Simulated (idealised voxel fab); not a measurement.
The process module that follows is named voxel ribs on slabs.
Shown is cross-section cut, with a width of 235 nm and square cells of size 5 nm.
Cross-sections here: square-cell grids, written as top-down lists of bands, a band being one or more rows of cells.
What a band's entry tells you: where the top is and where the bottom is, as heights in nm, and after that what lies inside, material by material from left to right, each with its width in nm. Empty space is written as the word "blank", and a single material marked with the word "throughout" occupies the band from edge to edge.
Heights from 0 (as-received wafer is one material below). Bottom band endless downward, as "z 0 and below".
Think of "30 to 40" as a width that walks from the first number to the second as you go down the band, top row to bottom row, taking equal-sized steps from row to row.
Step marked "no alteration"? Then no cell in the cross-section changed in it.
The entry "Enclosed void entries" lists the empty spaces that cover at least 8 cells and have no open path to the top. Each is written as width x height at distance, where the distance is measured from the left edge and all three values are in nm.
On a step's line, text after the settings is the simulator commenting on that step.
overlay nm: for a step with a mask, the amount by which the mask lay right of where it was planned; a negative amount means left of it.

[Here's what the planned process steps look like]
| 1 | RECEIVE (material Si) |
| 2 | DIRECTIONAL_DEP (material SiO2; thk nm 20) |
| 3 | DIRECTIONAL_DEP (material polySi; thk nm 15) |
| 4 | DIRECTIONAL_DEP (material aC; thk nm 15) |
| 5 | PATTERN (tone cover; mask id RIB; material resist; width nm 30; thk nm 30; overlay nm 0) |
| 6 | DIRECTIONAL_ETCH (etch materials aC; depth nm 15) |
| 7 | STRIP (etch materials resist) |
| 8 | DIRECTIONAL_ETCH (etch materials polySi; depth nm 5) |
| 9 | STRIP (etch materials aC) |
| 10 | MASKED_ETCH (tone cover; mask id SLAB; width nm 80; etch materials polySi; depth nm 10; overlay nm 0) |
| 11 | FILL_DEP (material SiO2; thk nm 30) |
| 12 | CMP (height nm 55) |
| 13 | DIRECTIONAL_DEP (material W; thk nm 5) |
| 14 | DIRECTIONAL_DEP (material aC; thk nm 15) |
| 15 | PATTERN (tone cover; mask id HEATER; material resist; width nm 40; thk nm 30; overlay nm 0) |
| 16 | DIRECTIONAL_ETCH (etch materials aC; depth nm 15) |
| 17 | STRIP (etch materials resist) |
| 18 | DIRECTIONAL_ETCH (etch materials W; depth nm 5) |
| 19 | STRIP (etch materials aC) |
| 20 | CONFORMAL_DEP (material SiO2; thk nm 5) |

[As received (post step 1): cross-section]
* z 0 and below | Si throughout
* Enclosed void entries: none

[Cross-section, first of two wafers, end of module, run as planned]
* z 65 to 60 | blank: 90 / SiO2: 50 / blank: 95
* z 60 to 55 | SiO2: 95 / W: 40 / SiO2: 100
* z 55 to 35 | SiO2 throughout
* z 35 to 30 | SiO2: 100 / polySi: 30 / SiO2: 105
* z 30 to 20 | SiO2: 75 / polySi: 80 / SiO2: 80
* z 20 to 0 | SiO2 throughout
* z 0 and below | Si throughout
* Enclosed void entries: none

[second wafer at the end: like start, like plan, one mistake]
* z 65 to 60 | blank: 90 / SiO2: 50 / blank: 95
* z 60 to 55 | SiO2: 95 / W: 40 / SiO2: 100
* z 55 to 35 | SiO2 throughout
* z 35 to 30 | SiO2: 110 / polySi: 30 / SiO2: 95
* z 30 to 20 | SiO2: 75 / polySi: 80 / SiO2: 80
* z 20 to 0 | SiO2 throughout
* z 0 and below | Si throughout
* Enclosed void entries: none
What was the processing mistake? so step 5 ended up running with a different setting than we planned, it ran as PATTERN (tone cover; mask id RIB; material resist; width nm 30; thk nm 30; overlay nm 10)
Both wafers, final: cells per material equal; arrangement not.
